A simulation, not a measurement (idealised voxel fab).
process module | voxel self aligned contacts
Displayed cross-section: cut, width of 210 nm, square cells sized 5 nm.
In this document a cross-section is written as a grid of square cells. It is given as a series of bands, listed from the top down, and a band is one or more rows of cells. Top height, bottom height, nm. Materials left to right, width each, nm. Single material + "all across" = fills band edge to edge. "blank" = empty. All heights in this document are referenced to 0, defined as the level beneath which the wafer, as received, consists entirely of one material. The lowest band is not bounded below; it extends indefinitely downward and is written in the form "0 -> down". Read "30..40" as a graded width: first number on top, second number at the bottom, same change between each pair of neighbouring rows. Where the words "changes: none" appear for a step, the cross-section shows no cell changed by that step; every cell remained as before. Closed-off voids of 8+ cells (no open route to the top) go in "Sealed void list", written width x height at distance from the left edge, in nm. On each step's line, the part that comes after the settings is the simulator's own comment on the step. What "overlay nm" on a step's line means: if the step has a mask, that mask lay this far to the right of its planned place, or, when the value is negative, to the left.
THESE ARE THE STEPS WE PLANNED FOR THE PROCESS
1 RECEIVE [material Si]
2 CONFORMAL_DEP [material SiO2] [thk nm 5]
3 DIRECTIONAL_DEP [material polySi] [thk nm 20]
4 DIRECTIONAL_DEP [material SiN] [thk nm 15]
5 DIRECTIONAL_DEP [material aC] [thk nm 10]
6 PATTERN [tone cover] [mask id GATE] [material resist] [width nm 35] [pitch nm 60] [thk nm 30] [overlay nm 0]
7 DIRECTIONAL_ETCH [etch materials aC] [depth nm 10]
8 STRIP [etch materials resist]
9 DIRECTIONAL_ETCH [etch materials SiN] [depth nm 15]
10 DIRECTIONAL_ETCH [etch materials polySi] [depth nm 20]
11 STRIP [etch materials aC]
12 CONFORMAL_DEP [material SiN] [thk nm 5]
13 DIRECTIONAL_ETCH [etch materials SiN] [depth nm 5]
14 FILL_DEP [material SiO2] [thk nm 15]
15 CMP [height nm 50]
16 PATTERN [tone open] [mask id CONTACT] [material resist] [width nm 35] [thk nm 20] [overlay nm 0]
17 DIRECTIONAL_ETCH [etch materials SiO2] [depth nm 50]
18 STRIP [etch materials resist]
19 CONFORMAL_DEP [material TiN] [thk nm 5]
20 FILL_DEP [material W] [thk nm 5]
21 CMP [height nm 50]
22 CONFORMAL_DEP [material SiN] [thk nm 5]
CROSS-SECTION OF THE INCOMING WAFER, STATE AFTER STEP 1
* 0 -> down | Si all across
* Sealed void list: none
WAFER AT MODULE END, IN SECTION. BEGAN AS ABOVE, PLANNED AS ABOVE, RUN WITH ONE MISTAKE
* 55 -> 50 | SiN all across
* 50 -> 40 | 80..45 of W | 5..40 of TiN | 35 of SiO2 | 5..40 of TiN | 85..50 of W
* 40 -> 25 | 45 of W | 5 of TiN | 45 of SiN | 15 of SiO2 | 45 of SiN | 5 of TiN | 50 of W
* 25 -> 5 | 45 of W | 5 of TiN | 5 of SiN | 35 of polySi | 5 of SiN | 15 of SiO2 | 5 of SiN | 35 of polySi | 5 of SiN | 5 of TiN | 50 of W
* 5 -> 0 | 50 of TiN | 105 of SiO2 | 55 of TiN
* 0 -> down | Si all across
* Sealed void list: none
Which mistake was made when the wafer was run? step 16 ran with different settings than intended, the actual operation and settings being PATTERN [tone cover] [mask id CONTACT] [material resist] [width nm 35] [thk nm 20] [overlay nm 0]
